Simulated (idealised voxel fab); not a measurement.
process module | voxel self aligned vias
cross-section cut | 225 nm wide | cells 5 nm
A cross-section is a grid of square cells, given in bands from the top down. A band is one or more rows of cells.
Each band's line starts with the height of the band's top and of its bottom, in nm. Then come its materials from left to right, each with its width in nm. One material with "throughout" fills the band from edge to edge. "air" is empty space.
Height 0 is the level under which the wafer as received is all one material. The lowest band goes on downwards, as in "0 down".
A width such as "30 to 40" changes by the same amount from each row of cells to the next, from the band's top row to its bottom row.
"no change" after a step means that no cell of the cross-section changed.
closed voids: empty space of 8 cells or more with no open way to the top, each as width x height at its distance from the left edge, in nm
after a step's settings: what the simulator itself notes on the step
overlay nm, on a step with a mask: how far to the right of its planned place the mask lay; to the left if negative
plan
1 op RECEIVE | material Si
2 op CONFORMAL_DEP | material SiO2 | thk nm 15
3 op CONFORMAL_DEP | material SiCN | thk nm 5
4 op DIRECTIONAL_DEP | material SiO2 | thk nm 20
5 op DIRECTIONAL_DEP | material aC | thk nm 10
6 op PATTERN | tone open | mask id LINES | material resist | width nm 20 | pitch nm 45 | thk nm 30 | overlay nm 0
7 op DIRECTIONAL_ETCH | etch materials aC | depth nm 10
8 op STRIP | etch materials resist
9 op DIRECTIONAL_ETCH | etch materials SiO2 | depth nm 20
10 op STRIP | etch materials aC
11 op CONFORMAL_DEP | material TiN | thk nm 5
12 op FILL_DEP | material Ru | thk nm 5
13 op CMP | height nm 40
14 op SELECTIVE_ETCH | etch materials W Ru TiN | depth nm 10
15 op FILL_DEP | material SiN | thk nm 10
16 op CMP | height nm 40
17 op DIRECTIONAL_DEP | material SiO2 | thk nm 20
18 op MASKED_ETCH | tone open | mask id VIAS | width nm 30 | pitch nm 90 | etch materials SiO2 | depth nm 20 | overlay nm 0
19 op MASKED_ETCH | tone open | mask id VIAS | width nm 30 | pitch nm 90 | etch materials SiN | depth nm 10 | overlay nm 0
20 op CONFORMAL_DEP | material TiN | thk nm 5
21 op FILL_DEP | material W | thk nm 10
22 op CMP | height nm 60
23 op CONFORMAL_DEP | material SiCN | thk nm 5
as received, after step 1
  0 down: Si throughout
  closed voids: none
a wafer at the end: this start, this plan, one mistake
  65 to 60: SiCN throughout
  60 to 40: SiO2 50 | TiN 5 | W 20 | TiN 5 | SiO2 60 | TiN 5 | W 20 | TiN 5 | SiO2 55
  40 to 35: SiO2 50 | TiN 5 | W 20 | TiN 5 | SiO2 20 | SiN 20 | SiO2 20 | TiN 5 | W 20 | TiN 5 | SiO2 55
  35 to 30: SiO2 50 | TiN 30 | SiO2 20 | SiN 20 | SiO2 20 | TiN 30 | SiO2 55
  30 to 25: SiO2 50 | TiN 10 | Ru 10 | TiN 10 | SiO2 20 | TiN 5 | Ru 10 | TiN 5 | SiO2 20 | TiN 10 | Ru 10 | TiN 10 | SiO2 55
  25 to 20: SiO2 50 | TiN 30 | SiO2 20 | TiN 20 | SiO2 20 | TiN 30 | SiO2 55
  20 to 15: SiCN throughout
  15 to 0: SiO2 throughout
  0 down: Si throughout
  closed voids: none
what went wrong: step 18 was run twice
